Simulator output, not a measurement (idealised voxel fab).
Herein follows the process module entitled voxel wiring stack.
Xsec cut, 235 nm wide, square cell size 5 nm.
For the purposes of this document, a cross-section shall be understood as a grid of square cells, specified as bands listed in top-to-bottom order, each band consisting of one or more rows of cells. Heads up on the band format: heights come first, top then bottom, in nm. After that it's the materials left to right, each with its width in nm. A single material flagged "all across" fills the whole band edge to edge, and "empty" means there's empty space there. Heights are expressed relative to 0, this being the level below which the as-received wafer comprises one material exclusively. The lowest band is unbounded in the downward direction and is denoted as in "z 0 and below". The notation "30 to 40" denotes a width that varies across the rows of cells in the band, beginning at the first number in the top row, finishing at the second number in the bottom row, and changing by an identical amount from each row to the next. "identical to before" -> step changed no cross-section cell. If an empty space has no open way to the top and is at least 8 cells in size, "Enclosed cavity list" lists it, written width x height at distance, where distance is measured from the left edge and every value is in nm. Past the settings on a step's line: simulator remark, on that step. Each step line may optionally specify "overlay nm", which for a step with a mask gives the rightward distance between the mask's planned place and where it lay, a negative value indicating the leftward direction. Every pair from here on: before one process step, after it. The after cross-section reaches only to the lowest band that changed. Below the pair: the step in between and its settings. Pairs can belong to different runs of this module on the same starting wafer; a pair carries on from the pair above only if the entry headed "Pre-step condition" says so.

Pre-step condition
z 110 to 105 = TiN 85 nm, empty 15 nm, TiN 35 nm, empty 15 nm, TiN 85 nm
z 105 to 95 = SiO2 80 nm, TiN 5 nm, empty 15 nm, TiN 5 nm, SiO2 25 nm, TiN 5 nm, empty 15 nm, TiN 5 nm, SiO2 80 nm
z 95 to 90 = SiO2 80 nm, TiN 5 nm, empty 5 nm, TiN 15 nm, SiO2 25 nm, TiN 5 nm, empty 5 nm, TiN 15 nm, SiO2 80 nm
z 90 to 80 = SiO2 80 nm, TiN 5 nm, empty 5 nm, TiN 5 nm, SiO2 35 nm, TiN 5 nm, empty 5 nm, TiN 5 nm, SiO2 90 nm
z 80 to 75 = SiCN 80 nm, TiN 15 nm, SiCN 35 nm, TiN 15 nm, SiCN 90 nm
z 75 to 55 = SiO2 80 nm, TiN 5 nm, W 15 nm, TiN 5 nm, SiO2 25 nm, TiN 5 nm, W 15 nm, TiN 5 nm, SiO2 80 nm
z 55 to 50 = SiCN 80 nm, TiN 25 nm, SiCN 25 nm, TiN 25 nm, SiCN 80 nm
z 50 to 35 = lowk 80 nm, TiN 5 nm, Cu 5 nm, TiN 5 nm, lowk 35 nm, TiN 5 nm, Cu 5 nm, TiN 5 nm, lowk 90 nm
z 35 to 30 = SiCN 80 nm, TiN 15 nm, SiCN 35 nm, TiN 15 nm, SiCN 90 nm
z 30 to 15 = lowk 70 nm, TiN 5 nm, Cu 15 nm, TiN 5 nm, lowk 25 nm, TiN 5 nm, Cu 15 nm, TiN 5 nm, lowk 90 nm
z 15 to 10 = SiCN 70 nm, TiN 25 nm, SiCN 25 nm, TiN 25 nm, SiCN 90 nm
z 10 to 0 = SiO2 all across
z 0 and below = Si all across
Enclosed cavity list: none

Sectional Result
z 120 to 110 = Ru all across
z 110 to 105 = TiN 85 nm, Ru 15 nm, TiN 35 nm, Ru 15 nm, TiN 85 nm
z 105 to 95 = SiO2 80 nm, TiN 5 nm, Ru 15 nm, TiN 5 nm, SiO2 25 nm, TiN 5 nm, Ru 15 nm, TiN 5 nm, SiO2 80 nm
z 95 to 90 = SiO2 80 nm, TiN 5 nm, Ru 5 nm, TiN 15 nm, SiO2 25 nm, TiN 5 nm, Ru 5 nm, TiN 15 nm, SiO2 80 nm
z 90 to 80 = SiO2 80 nm, TiN 5 nm, Ru 5 nm, TiN 5 nm, SiO2 35 nm, TiN 5 nm, Ru 5 nm, TiN 5 nm, SiO2 90 nm
below 80: unchanged
Enclosed cavity list: none
So what happened between those two cross-sections up there? FILL_DEP, material Ru, thk nm 10

Pre-step condition: the cross-section after the pair above

Sectional Result
z 105 to 95 = SiO2 80 nm, TiN 5 nm, Ru 15 nm, TiN 5 nm, SiO2 25 nm, TiN 5 nm, Ru 15 nm, TiN 5 nm, SiO2 80 nm
below 95: unchanged
Enclosed cavity list: none
So what happened between those two cross-sections up there? CMP, height nm 105

Pre-step condition: the cross-section after the pair above

Sectional Result
z 110 to 105 = SiCN all across
below 105: unchanged
Enclosed cavity list: none
So what happened between those two cross-sections up there? CONFORMAL_DEP, material SiCN, thk nm 5

Pre-step condition
z 15 to 10 = SiCN all across
z 10 to 0 = SiO2 all across
z 0 and below = Si all across
Enclosed cavity list: none

Sectional Result
z 30 to 15 = W all across
below 15: unchanged
Enclosed cavity list: none
So what happened between those two cross-sections up there? DIRECTIONAL_DEP, material W, thk nm 15

Pre-step condition: the cross-section after the pair above

Sectional Result
z 45 to 30 = aC all across
below 30: unchanged
Enclosed cavity list: none
So what happened between those two cross-sections up there? DIRECTIONAL_DEP, material aC, thk nm 15

Pre-step condition: the cross-section after the pair above

Sectional Result
z 75 to 45 = resist 80 nm, empty 25 nm, resist 25 nm, empty 25 nm, resist 80 nm
below 45: unchanged
Enclosed cavity list: none
So what happened between those two cross-sections up there? PATTERN, tone open, mask id METAL_1, material resist, width nm 25, pitch nm 50, thk nm 30, overlay nm 0

Pre-step condition: the cross-section after the pair above

Sectional Result
z 60 to 45 = resist 80 nm, empty 25 nm, resist 25 nm, empty 25 nm, resist 80 nm
z 45 to 30 = aC 80 nm, empty 25 nm, aC 25 nm, empty 25 nm, aC 80 nm
below 30: unchanged
Enclosed cavity list: none
So what happened between those two cross-sections up there? DIRECTIONAL_ETCH, etch materials aC, depth nm 15

Pre-step condition: the cross-section after the pair above

Sectional Result
z 45 to 30 = aC 80 nm, empty 25 nm, aC 25 nm, empty 25 nm, aC 80 nm
below 30: unchanged
Enclosed cavity list: none
So what happened between those two cross-sections up there? STRIP, etch materials resist

Pre-step condition: the cross-section after the pair above

Sectional Result
z 30 to 15 = W all across
below 15: unchanged
Enclosed cavity list: none
So what happened between those two cross-sections up there? STRIP, etch materials aC

Pre-step condition: the cross-section after the pair above

Sectional Result
z 35 to 30 = TiN all across
below 30: unchanged
Enclosed cavity list: none
So what happened between those two cross-sections up there? CONFORMAL_DEP, material TiN, thk nm 5

Pre-step condition: the cross-section after the pair above

Sectional Result
z 45 to 35 = Cu all across
below 35: unchanged
Enclosed cavity list: none
So what happened between those two cross-sections up there? FILL_DEP, material Cu, thk nm 10

Pre-step condition: the cross-section after the pair above

Sectional Result
z 30 to 15 = W all across
below 15: unchanged
Enclosed cavity list: none
So what happened between those two cross-sections up there? CMP, height nm 30

Pre-step condition: the cross-section after the pair above

Sectional Result
z 35 to 30 = SiCN all across
below 30: unchanged
Enclosed cavity list: none
So what happened between those two cross-sections up there? CONFORMAL_DEP, material SiCN, thk nm 5

Pre-step condition: the cross-section after the pair above

Sectional Result
z 50 to 35 = lowk all across
below 35: unchanged
Enclosed cavity list: none
So what happened between those two cross-sections up there? DIRECTIONAL_DEP, material lowk, thk nm 15

Pre-step condition: the cross-section after the pair above

Sectional Result
z 60 to 50 = aC all across
below 50: unchanged
Enclosed cavity list: none
So what happened between those two cross-sections up there? DIRECTIONAL_DEP, material aC, thk nm 10

Pre-step condition: the cross-section after the pair above

Sectional Result
z 90 to 60 = resist 80 nm, empty 15 nm, resist 35 nm, empty 15 nm, resist 90 nm
below 60: unchanged
Enclosed cavity list: none
So what happened between those two cross-sections up there? PATTERN, tone open, mask id PLUG_1, material resist, width nm 15, pitch nm 50, thk nm 30, overlay nm 0

Pre-step condition: the cross-section after the pair above

Sectional Result
z 80 to 60 = resist 80 nm, empty 15 nm, resist 35 nm, empty 15 nm, resist 90 nm
z 60 to 50 = aC 80 nm, empty 15 nm, aC 35 nm, empty 15 nm, aC 90 nm
below 50: unchanged
Enclosed cavity list: none
So what happened between those two cross-sections up there? DIRECTIONAL_ETCH, etch materials aC, depth nm 10

Pre-step condition: the cross-section after the pair above

Sectional Result
z 60 to 50 = aC 80 nm, empty 15 nm, aC 35 nm, empty 15 nm, aC 90 nm
below 50: unchanged
Enclosed cavity list: none
So what happened between those two cross-sections up there? STRIP, etch materials resist

Pre-step condition: the cross-section after the pair above

Sectional Result
z 60 to 50 = aC 80 nm, empty 15 nm, aC 35 nm, empty 15 nm, aC 90 nm
z 50 to 35 = lowk 80 nm, empty 15 nm, lowk 35 nm, empty 15 nm, lowk 90 nm
below 35: unchanged
Enclosed cavity list: none
So what happened between those two cross-sections up there? DIRECTIONAL_ETCH, etch materials lowk, depth nm 15

Pre-step condition: the cross-section after the pair above

Sectional Result
z 60 to 50 = aC 80 nm, empty 15 nm, aC 35 nm, empty 15 nm, aC 90 nm
z 50 to 35 = lowk 80 nm, empty 15 nm, lowk 35 nm, empty 15 nm, lowk 90 nm
z 35 to 30 = SiCN 80 nm, empty 15 nm, SiCN 35 nm, empty 15 nm, SiCN 90 nm
below 30: unchanged
Enclosed cavity list: none
So what happened between those two cross-sections up there? DIRECTIONAL_ETCH, etch materials SiCN, depth nm 5

Pre-step condition: the cross-section after the pair above

Sectional Result
z 50 to 35 = lowk 80 nm, empty 15 nm, lowk 35 nm, empty 15 nm, lowk 90 nm
below 35: unchanged
Enclosed cavity list: none
So what happened between those two cross-sections up there? STRIP, etch materials aC

Pre-step condition: the cross-section after the pair above

Sectional Result
z 55 to 50 = TiN 85 nm, empty 5 nm, TiN 45 nm, empty 5 nm, TiN 95 nm
z 50 to 35 = lowk 80 nm, TiN 5 nm, empty 5 nm, TiN 5 nm, lowk 35 nm, TiN 5 nm, empty 5 nm, TiN 5 nm, lowk 90 nm
z 35 to 30 = SiCN 80 nm, TiN 15 nm, SiCN 35 nm, TiN 15 nm, SiCN 90 nm
below 30: unchanged
Enclosed cavity list: none
So what happened between those two cross-sections up there? CONFORMAL_DEP, material TiN, thk nm 5

Pre-step condition: the cross-section after the pair above

Sectional Result
z 60 to 55 = Cu all across
z 55 to 50 = TiN 85 nm, Cu 5 nm, TiN 45 nm, Cu 5 nm, TiN 95 nm
z 50 to 35 = lowk 80 nm, TiN 5 nm, Cu 5 nm, TiN 5 nm, lowk 35 nm, TiN 5 nm, Cu 5 nm, TiN 5 nm, lowk 90 nm
below 35: unchanged
Enclosed cavity list: none
So what happened between those two cross-sections up there? FILL_DEP, material Cu, thk nm 5

Pre-step condition: the cross-section after the pair above

Sectional Result
z 50 to 35 = lowk 80 nm, TiN 5 nm, Cu 5 nm, TiN 5 nm, lowk 35 nm, TiN 5 nm, Cu 5 nm, TiN 5 nm, lowk 90 nm
below 35: unchanged
Enclosed cavity list: none
So what happened between those two cross-sections up there? CMP, height nm 50

Pre-step condition: the cross-section after the pair above

Sectional Result
z 55 to 50 = SiCN all across
below 50: unchanged
Enclosed cavity list: none
So what happened between those two cross-sections up there? CONFORMAL_DEP, material SiCN, thk nm 5

Pre-step condition: the cross-section after the pair above

Sectional Result
z 75 to 55 = SiO2 all across
below 55: unchanged
Enclosed cavity list: none
So what happened between those two cross-sections up there? DIRECTIONAL_DEP, material SiO2, thk nm 20

Pre-step condition: the cross-section after the pair above

Sectional Result
z 95 to 75 = resist 80 nm, empty 25 nm, resist 25 nm, empty 25 nm, resist 80 nm
below 75: unchanged
Enclosed cavity list: none
So what happened between those two cross-sections up there? PATTERN, tone open, mask id METAL_2, material resist, width nm 25, pitch nm 50, thk nm 20, overlay nm 0

Pre-step condition: the cross-section after the pair above

Sectional Result
z 95 to 75 = resist 80 nm, empty 25 nm, resist 25 nm, empty 25 nm, resist 80 nm
z 75 to 55 = SiO2 80 nm, empty 25 nm, SiO2 25 nm, empty 25 nm, SiO2 80 nm
below 55: unchanged
Enclosed cavity list: none
So what happened between those two cross-sections up there? DIRECTIONAL_ETCH, etch materials SiO2, depth nm 20

Pre-step condition: the cross-section after the pair above

Sectional Result
z 95 to 75 = resist 80 nm, empty 25 nm, resist 25 nm, empty 25 nm, resist 80 nm
z 75 to 55 = SiO2 80 nm, empty 25 nm, SiO2 25 nm, empty 25 nm, SiO2 80 nm
z 55 to 50 = SiCN 80 nm, empty 25 nm, SiCN 25 nm, empty 25 nm, SiCN 80 nm
below 50: unchanged
Enclosed cavity list: none
So what happened between those two cross-sections up there? DIRECTIONAL_ETCH, etch materials SiCN, depth nm 5

Pre-step condition: the cross-section after the pair above

Sectional Result
z 75 to 55 = SiO2 80 nm, empty 25 nm, SiO2 25 nm, empty 25 nm, SiO2 80 nm
below 55: unchanged
Enclosed cavity list: none
So what happened between those two cross-sections up there? STRIP, etch materials resist

Pre-step condition: the cross-section after the pair above

Sectional Result
z 80 to 75 = TiN 85 nm, empty 15 nm, TiN 35 nm, empty 15 nm, TiN 85 nm
z 75 to 55 = SiO2 80 nm, TiN 5 nm, empty 15 nm, TiN 5 nm, SiO2 25 nm, TiN 5 nm, empty 15 nm, TiN 5 nm, SiO2 80 nm
z 55 to 50 = SiCN 80 nm, TiN 25 nm, SiCN 25 nm, TiN 25 nm, SiCN 80 nm
below 50: unchanged
Enclosed cavity list: none
So what happened between those two cross-sections up there? CONFORMAL_DEP, material TiN, thk nm 5

Pre-step condition: the cross-section after the pair above

Sectional Result
z 90 to 80 = W all across
z 80 to 75 = TiN 85 nm, W 15 nm, TiN 35 nm, W 15 nm, TiN 85 nm
z 75 to 55 = SiO2 80 nm, TiN 5 nm, W 15 nm, TiN 5 nm, SiO2 25 nm, TiN 5 nm, W 15 nm, TiN 5 nm, SiO2 80 nm
below 55: unchanged
Enclosed cavity list: none
So what happened between those two cross-sections up there? FILL_DEP, material W, thk nm 10

Pre-step condition: the cross-section after the pair above

Sectional Result
z 75 to 55 = SiO2 80 nm, TiN 5 nm, W 15 nm, TiN 5 nm, SiO2 25 nm, TiN 5 nm, W 15 nm, TiN 5 nm, SiO2 80 nm
below 55: unchanged
Enclosed cavity list: none
So what happened between those two cross-sections up there? CMP, height nm 75

Pre-step condition: the cross-section after the pair above

Sectional Result
z 80 to 75 = SiCN all across
below 75: unchanged
Enclosed cavity list: none
So what happened between those two cross-sections up there? CONFORMAL_DEP, material SiCN, thk nm 5

Pre-step condition: the cross-section after the pair above

Sectional Result
z 105 to 80 = SiO2 all across
below 80: unchanged
Enclosed cavity list: none
So what happened between those two cross-sections up there? DIRECTIONAL_DEP, material SiO2, thk nm 25

Pre-step condition: the cross-section after the pair above

Sectional Result
z 120 to 105 = aC all across
below 105: unchanged
Enclosed cavity list: none
So what happened between those two cross-sections up there? DIRECTIONAL_DEP, material aC, thk nm 15

Pre-step condition: the cross-section after the pair above

Sectional Result
z 155 to 120 = resist 80 nm, empty 25 nm, resist 25 nm, empty 25 nm, resist 80 nm
below 120: unchanged
Enclosed cavity list: none
So what happened between those two cross-sections up there? PATTERN, tone open, mask id METAL_3, material resist, width nm 25, pitch nm 50, thk nm 35, overlay nm 0

Pre-step condition: the cross-section after the pair above

Sectional Result
z 140 to 120 = resist 80 nm, empty 25 nm, resist 25 nm, empty 25 nm, resist 80 nm
z 120 to 105 = aC 80 nm, empty 25 nm, aC 25 nm, empty 25 nm, aC 80 nm
below 105: unchanged
Enclosed cavity list: none
So what happened between those two cross-sections up there? DIRECTIONAL_ETCH, etch materials aC, depth nm 15

Pre-step condition: the cross-section after the pair above

Sectional Result
z 120 to 105 = aC 80 nm, empty 25 nm, aC 25 nm, empty 25 nm, aC 80 nm
below 105: unchanged
Enclosed cavity list: none
So what happened between those two cross-sections up there? STRIP, etch materials resist

Pre-step condition: the cross-section after the pair above

Sectional Result
z 120 to 105 = aC 80 nm, empty 25 nm, aC 25 nm, empty 25 nm, aC 80 nm
z 105 to 90 = SiO2 80 nm, empty 25 nm, SiO2 25 nm, empty 25 nm, SiO2 80 nm
below 90: unchanged
Enclosed cavity list: none
So what happened between those two cross-sections up there? DIRECTIONAL_ETCH, etch materials SiO2, depth nm 15

Pre-step condition: the cross-section after the pair above

Sectional Result
z 105 to 90 = SiO2 80 nm, empty 25 nm, SiO2 25 nm, empty 25 nm, SiO2 80 nm
below 90: unchanged
Enclosed cavity list: none
So what happened between those two cross-sections up there? STRIP, etch materials aC

Pre-step condition: the cross-section after the pair above

Sectional Result
z 120 to 105 = resist 80 nm, empty 15 nm, resist 35 nm, empty 15 nm, resist 90 nm
z 105 to 90 = SiO2 80 nm, empty 15 nm, resist 10 nm, SiO2 25 nm, empty 15 nm, resist 10 nm, SiO2 80 nm
below 90: unchanged
Enclosed cavity list: none
So what happened between those two cross-sections up there? PATTERN, tone open, mask id METAL_3_HOLES, material resist, width nm 15, pitch nm 50, thk nm 15, overlay nm 0

Pre-step condition: the cross-section after the pair above

Sectional Result
z 120 to 105 = resist 80 nm, empty 15 nm, resist 35 nm, empty 15 nm, resist 90 nm
z 105 to 90 = SiO2 80 nm, empty 15 nm, resist 10 nm, SiO2 25 nm, empty 15 nm, resist 10 nm, SiO2 80 nm
z 90 to 80 = SiO2 80 nm, empty 15 nm, SiO2 35 nm, empty 15 nm, SiO2 90 nm
below 80: unchanged
Enclosed cavity list: none
So what happened between those two cross-sections up there? DIRECTIONAL_ETCH, etch materials SiO2, depth nm 10

Pre-step condition: the cross-section after the pair above

Sectional Result
z 120 to 105 = resist 80 nm, empty 15 nm, resist 35 nm, empty 15 nm, resist 90 nm
z 105 to 90 = SiO2 80 nm, empty 15 nm, resist 10 nm, SiO2 25 nm, empty 15 nm, resist 10 nm, SiO2 80 nm
z 90 to 80 = SiO2 80 nm, empty 15 nm, SiO2 35 nm, empty 15 nm, SiO2 90 nm
z 80 to 75 = SiCN 80 nm, empty 15 nm, SiCN 35 nm, empty 15 nm, SiCN 90 nm
below 75: unchanged
Enclosed cavity list: none
So what happened between those two cross-sections up there? DIRECTIONAL_ETCH, etch materials SiCN, depth nm 5

Pre-step condition: the cross-section after the pair above

Sectional Result
z 105 to 90 = SiO2 80 nm, empty 25 nm, SiO2 25 nm, empty 25 nm, SiO2 80 nm
below 90: unchanged
Enclosed cavity list: none
So what happened between those two cross-sections up there? STRIP, etch materials resist

Pre-step condition: the cross-section after the pair above

Sectional Result
z 110 to 105 = TiN 85 nm, empty 15 nm, TiN 35 nm, empty 15 nm, TiN 85 nm
z 105 to 95 = SiO2 80 nm, TiN 5 nm, empty 15 nm, TiN 5 nm, SiO2 25 nm, TiN 5 nm, empty 15 nm, TiN 5 nm, SiO2 80 nm
z 95 to 90 = SiO2 80 nm, TiN 5 nm, empty 5 nm, TiN 15 nm, SiO2 25 nm, TiN 5 nm, empty 5 nm, TiN 15 nm, SiO2 80 nm
z 90 to 80 = SiO2 80 nm, TiN 5 nm, empty 5 nm, TiN 5 nm, SiO2 35 nm, TiN 5 nm, empty 5 nm, TiN 5 nm, SiO2 90 nm
z 80 to 75 = SiCN 80 nm, TiN 15 nm, SiCN 35 nm, TiN 15 nm, SiCN 90 nm
below 75: unchanged
Enclosed cavity list: none
So what happened between those two cross-sections up there? CONFORMAL_DEP, material TiN, thk nm 5

Pre-step condition: the cross-section after the pair above

Sectional Result
z 120 to 110 = Ru all across
z 110 to 105 = TiN 85 nm, Ru 15 nm, TiN 35 nm, Ru 15 nm, TiN 85 nm
z 105 to 95 = SiO2 80 nm, TiN 5 nm, Ru 15 nm, TiN 5 nm, SiO2 25 nm, TiN 5 nm, Ru 15 nm, TiN 5 nm, SiO2 80 nm
z 95 to 90 = SiO2 80 nm, TiN 5 nm, Ru 5 nm, TiN 15 nm, SiO2 25 nm, TiN 5 nm, Ru 5 nm, TiN 15 nm, SiO2 80 nm
z 90 to 80 = SiO2 80 nm, TiN 5 nm, Ru 5 nm, TiN 5 nm, SiO2 35 nm, TiN 5 nm, Ru 5 nm, TiN 5 nm, SiO2 90 nm
below 80: unchanged
Enclosed cavity list: none
So what happened between those two cross-sections up there? FILL_DEP, material Ru, thk nm 10

Pre-step condition: the cross-section after the pair above

Sectional Result
z 105 to 95 = SiO2 80 nm, TiN 5 nm, Ru 15 nm, TiN 5 nm, SiO2 25 nm, TiN 5 nm, Ru 15 nm, TiN 5 nm, SiO2 80 nm
below 95: unchanged
Enclosed cavity list: none
So what happened between those two cross-sections up there? CMP, height nm 105

Pre-step condition: the cross-section after the pair above

Sectional Result
z 110 to 105 = SiCN all across
below 105: unchanged
Enclosed cavity list: none
So what happened between those two cross-sections up there? CONFORMAL_DEP, material SiCN, thk nm 5

Pre-step condition
z 105 to 90 = SiO2 80 nm, empty 25 nm, SiO2 25 nm, empty 25 nm, SiO2 80 nm
z 90 to 80 = SiO2 all across
z 80 to 75 = SiCN all across
z 75 to 55 = SiO2 80 nm, TiN 5 nm, W 15 nm, TiN 5 nm, SiO2 25 nm, TiN 5 nm, W 15 nm, TiN 5 nm, SiO2 80 nm
z 55 to 50 = SiCN 80 nm, TiN 25 nm, SiCN 25 nm, TiN 25 nm, SiCN 80 nm
z 50 to 35 = lowk 80 nm, TiN 5 nm, Cu 5 nm, TiN 5 nm, lowk 35 nm, TiN 5 nm, Cu 5 nm, TiN 5 nm, lowk 90 nm
z 35 to 30 = SiCN 80 nm, TiN 15 nm, SiCN 35 nm, TiN 15 nm, SiCN 90 nm
z 30 to 15 = lowk 80 nm, TiN 5 nm, Cu 15 nm, TiN 5 nm, lowk 25 nm, TiN 5 nm, Cu 15 nm, TiN 5 nm, lowk 80 nm
z 15 to 10 = SiCN 80 nm, TiN 25 nm, SiCN 25 nm, TiN 25 nm, SiCN 80 nm
z 10 to 0 = SiO2 all across
z 0 and below = Si all across
Enclosed cavity list: none

Sectional Result
z 120 to 105 = empty 80 nm, resist 15 nm, empty 35 nm, resist 15 nm, empty 90 nm
z 105 to 90 = SiO2 80 nm, resist 15 nm, empty 10 nm, SiO2 25 nm, resist 15 nm, empty 10 nm, SiO2 80 nm
below 90: unchanged
Enclosed cavity list: none
So what happened between those two cross-sections up there? PATTERN, tone cover, mask id METAL_3_HOLES, material resist, width nm 15, pitch nm 50, thk nm 15, overlay nm 0

Pre-step condition: the cross-section after the pair above

Sectional Result
z 120 to 95 = empty 80 nm, resist 15 nm, empty 35 nm, resist 15 nm, empty 90 nm
z 95 to 90 = SiO2 80 nm, resist 15 nm, empty 10 nm, SiO2 25 nm, resist 15 nm, empty 10 nm, SiO2 80 nm
z 90 to 80 = SiO2 95 nm, empty 10 nm, SiO2 40 nm, empty 10 nm, SiO2 80 nm
below 80: unchanged
Enclosed cavity list: none
So what happened between those two cross-sections up there? DIRECTIONAL_ETCH, etch materials SiO2, depth nm 10

Pre-step condition: the cross-section after the pair above

Sectional Result
z 120 to 95 = empty 80 nm, resist 15 nm, empty 35 nm, resist 15 nm, empty 90 nm
z 95 to 90 = SiO2 80 nm, resist 15 nm, empty 10 nm, SiO2 25 nm, resist 15 nm, empty 10 nm, SiO2 80 nm
z 90 to 80 = SiO2 95 nm, empty 10 nm, SiO2 40 nm, empty 10 nm, SiO2 80 nm
z 80 to 75 = SiCN 95 nm, empty 10 nm, SiCN 40 nm, empty 10 nm, SiCN 80 nm
below 75: unchanged
Enclosed cavity list: none
So what happened between those two cross-sections up there? DIRECTIONAL_ETCH, etch materials SiCN, depth nm 5

Pre-step condition: the cross-section after the pair above

Sectional Result
z 95 to 90 = SiO2 80 nm, empty 25 nm, SiO2 25 nm, empty 25 nm, SiO2 80 nm
below 90: unchanged
Enclosed cavity list: none
So what happened between those two cross-sections up there? STRIP, etch materials resist

Pre-step condition: the cross-section after the pair above

Sectional Result
z 100 to 95 = TiN 85 nm, empty 15 nm, TiN 35 nm, empty 15 nm, TiN 85 nm
z 95 to 90 = SiO2 80 nm, TiN 25 nm, SiO2 25 nm, TiN 25 nm, SiO2 80 nm
z 90 to 80 = SiO2 95 nm, TiN 10 nm, SiO2 40 nm, TiN 10 nm, SiO2 80 nm
z 80 to 75 = SiCN 95 nm, TiN 10 nm, SiCN 40 nm, TiN 10 nm, SiCN 80 nm
below 75: unchanged
Enclosed cavity list: none
So what happened between those two cross-sections up there? CONFORMAL_DEP, material TiN, thk nm 5

Pre-step condition: the cross-section after the pair above

Sectional Result
z 110 to 100 = Ru all across
z 100 to 95 = TiN 85 nm, Ru 15 nm, TiN 35 nm, Ru 15 nm, TiN 85 nm
below 95: unchanged
Enclosed cavity list: none
So what happened between those two cross-sections up there? FILL_DEP, material Ru, thk nm 10

Pre-step condition: the cross-section after the pair above

Sectional Result
z 105 to 100 = Ru all across
below 100: unchanged
Enclosed cavity list: none
So what happened between those two cross-sections up there? CMP, height nm 105

Pre-step condition: the cross-section after the pair above

Sectional Result
z 110 to 105 = SiCN all across
below 105: unchanged
Enclosed cavity list: none
So what happened between those two cross-sections up there? CONFORMAL_DEP, material SiCN, thk nm 5
